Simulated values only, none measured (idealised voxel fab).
process module | voxel self aligned contacts
The cross-section shown here is cut; it is 245 nm wide and divided into square cells measuring 5 nm on a side.
Cross-section spec: square-cell grid; bands listed top down; each band is one or more rows. Each band's line starts with the height of the band's top and of its bottom, in nm. Then come its materials from left to right, each with its width in nm. One material with "full width" fills the band from edge to edge. "blank" is empty space. Basically, 0 is our baseline, since under it the wafer straight out of the box is all one material. The bottom band has no lower end and keeps on going down, so it looks like "0 and below". Width: "30->40" (first number = top row, second number = bottom row, same change from row to row of cells). Basically "remained unchanged" means that step didn't change any cell in the cross-section. Look at "Enclosed cavities" for the closed voids: empty spaces with no open path to the top, sized 8 cells or up. Each is width x height at distance, distance from the left edge, all nm. Whatever follows a step's settings on its line is a remark the simulator itself makes about that step. overlay nm: mask right of planned place by this much (step with mask). Neg. = left.

-- List of planned process steps
1: RECEIVE: material Si
2: OXIDIZE: depth nm 5
3: DIRECTIONAL_DEP: material polySi, thk nm 25
4: DIRECTIONAL_DEP: material SiN, thk nm 15
5: DIRECTIONAL_DEP: material aC, thk nm 15
6: PATTERN: tone cover, mask id GATE, material resist, width nm 35, pitch nm 70, thk nm 35, overlay nm 0
7: DIRECTIONAL_ETCH: etch materials aC, depth nm 15
8: STRIP: etch materials resist
9: DIRECTIONAL_ETCH: etch materials SiN, depth nm 15
10: DIRECTIONAL_ETCH: etch materials polySi, depth nm 25
11: STRIP: etch materials aC
12: CONFORMAL_DEP: material SiN, thk nm 5
13: DIRECTIONAL_ETCH: etch materials SiN, depth nm 5
14: FILL_DEP: material SiO2, thk nm 10
15: CMP: height nm 45
16: PATTERN: tone open, mask id CONTACT, material resist, width nm 55, thk nm 15, overlay nm 0
17: DIRECTIONAL_ETCH: etch materials SiO2, depth nm 50
18: STRIP: etch materials resist
19: CONFORMAL_DEP: material TiN, thk nm 5
20: FILL_DEP: material W, thk nm 10
21: CMP: height nm 45
22: CONFORMAL_DEP: material SiN, thk nm 5

-- Cross-section of the wafer as it came to us, i.e., already through step 1
- 0 and below | Si full width
- Enclosed cavities: none

-- First of two wafers: cross-section at end of module, run per plan
- 50 down to 45 | SiN full width
- 45 down to 40 | 95 nm SiO2 / 20 nm TiN / 15 nm W / 20 nm TiN / 95 nm SiO2
- 40 down to 25 | 65 nm SiO2 / 45 nm SiN / 5 nm TiN / 15 nm W / 5 nm TiN / 45 nm SiN / 65 nm SiO2
- 25 down to 0 | 65 nm SiO2 / 5 nm SiN / 35 nm polySi / 5 nm SiN / 5 nm TiN / 15 nm W / 5 nm TiN / 5 nm SiN / 35 nm polySi / 5 nm SiN / 65 nm SiO2
- 0 down to -5 | 110 nm SiO2 / 25 nm TiN / 110 nm SiO2
- -5 and below | Si full width
- Enclosed cavities: none

-- Wafer two (of two), end-of-module cross-section: start = wafer one, plan = wafer one, one run mistake
- 50 down to 45 | SiN full width
- 45 down to 40 | 95 nm SiO2 / 20 nm TiN / 15 nm W / 20 nm TiN / 95 nm SiO2
- 40 down to 25 | 65 nm SiO2 / 45 nm SiN / 5 nm TiN / 15 nm W / 5 nm TiN / 45 nm SiN / 65 nm SiO2
- 25 down to 5 | 65 nm SiO2 / 5 nm SiN / 35 nm polySi / 5 nm SiN / 5 nm TiN / 15 nm W / 5 nm TiN / 5 nm SiN / 35 nm polySi / 5 nm SiN / 65 nm SiO2
- 5 down to 0 | 65 nm SiO2 / 5 nm SiN / 35 nm polySi / 5 nm SiN / 25 nm TiN / 5 nm SiN / 35 nm polySi / 5 nm SiN / 65 nm SiO2
- 0 and below | Si full width
- Enclosed cavities: none
Deviation noted in wafer processing: step 2 from the plan never happened, it was just skipped
Materials where the second wafer ends with more or fewer cells than the first: Si: 49 more, SiO2: 44 fewer, TiN: 2 fewer, W: 3 fewer
